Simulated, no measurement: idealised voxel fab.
You're looking at the process module voxel wiring stack.
This is section cut - it's 190 nm across, gridded in 5 nm square cells.
Cross-section layout: square cells on a grid; listed as bands, top to bottom; a band spans one or more cell rows. Per band: top height and bottom height in nm, followed by the left-to-right materials and their widths in nm; "edge to edge" marks a single material spanning edge to edge, "blank" marks empty space. Heights are expressed relative to 0, this being the level below which the as-received wafer comprises one material exclusively. The lowest band is unbounded in the downward direction and is denoted as in "0 and below". Quick explanation for "30 to 40": the width changes in equal steps down the rows of cells, from the first number in the band's top row to the second number in its bottom row. Key: "no modifications" - step with no changed cell in the cross-section. The entry "Completely enclosed voids" lists the empty spaces that cover at least 8 cells and have no open path to the top. Each is written as width x height at distance, where the distance is measured from the left edge and all three values are in nm. The remark found on a step's line after its settings is issued by the simulator itself and pertains to that step. overlay nm: mask right of planned place by this much (step with mask). Neg. = left.

Plan:
1. RECEIVE [material Si]
2. CONFORMAL_DEP [material SiO2] [thk nm 10]
3. DIRECTIONAL_DEP [material TiN] [thk nm 5]
4. DIRECTIONAL_DEP [material Ru] [thk nm 25]
5. PATTERN [tone cover] [mask id METAL_1] [material resist] [width nm 25] [pitch nm 40] [thk nm 15] [overlay nm 0]
6. DIRECTIONAL_ETCH [etch materials Ru] [depth nm 25]
7. DIRECTIONAL_ETCH [etch materials TiN] [depth nm 5]
8. STRIP [etch materials resist]
9. CONFORMAL_DEP [material SiCN] [thk nm 5]
10. FILL_DEP [material SiO2] [thk nm 10]
11. CMP [height nm 40]
12. CONFORMAL_DEP [material SiCN] [thk nm 5]
13. DIRECTIONAL_DEP [material SiO2] [thk nm 10]
14. MASKED_ETCH [tone open] [mask id PLUG_1] [width nm 15] [pitch nm 40] [etch materials SiO2] [depth nm 10] [overlay nm 0]
15. MASKED_ETCH [tone open] [mask id PLUG_1] [width nm 15] [pitch nm 40] [etch materials SiCN] [depth nm 5] [overlay nm 0]
16. CONFORMAL_DEP [material TiN] [thk nm 5]
17. FILL_DEP [material W] [thk nm 10]
18. CMP [height nm 55]
19. CONFORMAL_DEP [material SiN] [thk nm 5]
20. DIRECTIONAL_DEP [material SiO2] [thk nm 20]
21. DIRECTIONAL_DEP [material aC] [thk nm 15]
22. PATTERN [tone open] [mask id METAL_2] [material resist] [width nm 25] [pitch nm 40] [thk nm 30] [overlay nm 0]
23. DIRECTIONAL_ETCH [etch materials aC] [depth nm 15]
24. STRIP [etch materials resist]
25. DIRECTIONAL_ETCH [etch materials SiO2] [depth nm 20]
26. DIRECTIONAL_ETCH [etch materials SiN] [depth nm 5]
27. STRIP [etch materials aC]
28. CONFORMAL_DEP [material TiN] [thk nm 5]
29. FILL_DEP [material Cu] [thk nm 10]
30. CMP [height nm 80]
31. EPI [material Ru] [thk nm 5]
32. FILL_DEP [material SiCN] [thk nm 5]

As received (post step 1): cross-section:
  0 and below: Si edge to edge
  Completely enclosed voids: none

First of two wafers, end-of-module section, run followed plan:
  90 down to 85: SiCN edge to edge
  85 down to 80: SiCN=35, then Ru=35, then SiCN=5, then Ru=35, then SiCN=5, then Ru=35, then SiCN=40
  80 down to 60: SiO2=40, then TiN=5, then Cu=15, then TiN=5, then SiO2=15, then TiN=5, then Cu=15, then TiN=5, then SiO2=15, then TiN=5, then Cu=15, then TiN=5, then SiO2=45
  60 down to 55: SiN=40, then TiN=25, then SiN=15, then TiN=25, then SiN=15, then TiN=25, then SiN=45
  55 down to 45: SiO2=40, then TiN=5, then W=5, then TiN=5, then SiO2=25, then TiN=5, then W=5, then TiN=5, then SiO2=25, then TiN=5, then W=5, then TiN=5, then SiO2=55
  45 down to 40: SiCN=40, then TiN=15, then SiCN=25, then TiN=15, then SiCN=25, then TiN=15, then SiCN=55
  40 down to 15: SiO2=35, then SiCN=5, then Ru=25, then SiCN=5, then SiO2=5, then SiCN=5, then Ru=25, then SiCN=5, then SiO2=5, then SiCN=5, then Ru=25, then SiCN=5, then SiO2=40
  15 down to 10: SiCN=40, then TiN=25, then SiCN=15, then TiN=25, then SiCN=15, then TiN=25, then SiCN=45
  10 down to 0: SiO2 edge to edge
  0 and below: Si edge to edge
  Completely enclosed voids: none

Presented here is a cross-section of the second of the two wafers as it stood at the end of the module. It was started in the same manner and assigned the same plan as the first wafer; however, one mistake was made in its execution:
  90 down to 85: SiCN edge to edge
  85 down to 80: SiCN=35, then Ru=35, then SiCN=5, then Ru=35, then SiCN=5, then Ru=35, then SiCN=40
  80 down to 60: SiO2=40, then TiN=5, then Cu=15, then TiN=5, then SiO2=15, then TiN=5, then Cu=15, then TiN=5, then SiO2=15, then TiN=5, then Cu=15, then TiN=5, then SiO2=45
  60 down to 55: SiN=40, then TiN=25, then SiN=15, then TiN=25, then SiN=15, then TiN=25, then SiN=45
  55 down to 45: SiO2=40, then TiN=5, then W=5, then TiN=5, then SiO2=25, then TiN=5, then W=5, then TiN=5, then SiO2=25, then TiN=5, then W=5, then TiN=5, then SiO2=55
  45 down to 40: SiCN=40, then TiN=15, then SiCN=25, then TiN=15, then SiCN=25, then TiN=15, then SiCN=55
  40 down to 15: SiO2=40, then SiCN=5, then Ru=15, then SiCN=5, then SiO2=15, then SiCN=5, then Ru=15, then SiCN=5, then SiO2=15, then SiCN=5, then Ru=15, then SiCN=5, then SiO2=45
  15 down to 10: SiCN=45, then TiN=15, then SiCN=25, then TiN=15, then SiCN=25, then TiN=15, then SiCN=50
  10 down to 0: SiO2 edge to edge
  0 and below: Si edge to edge
  Completely enclosed voids: none
Heads up, the wafer didn't run the way we planned it: planned and actual differ for step 5; actual: PATTERN [tone cover] [mask id METAL_1] [material resist] [width nm 15] [pitch nm 40] [thk nm 15] [overlay nm 0]
Final tally in cells, some materials are higher or lower on the second wafer than on the first: Ru: 30 fewer; SiCN: 6 more; SiO2: 30 more; TiN: 6 fewer
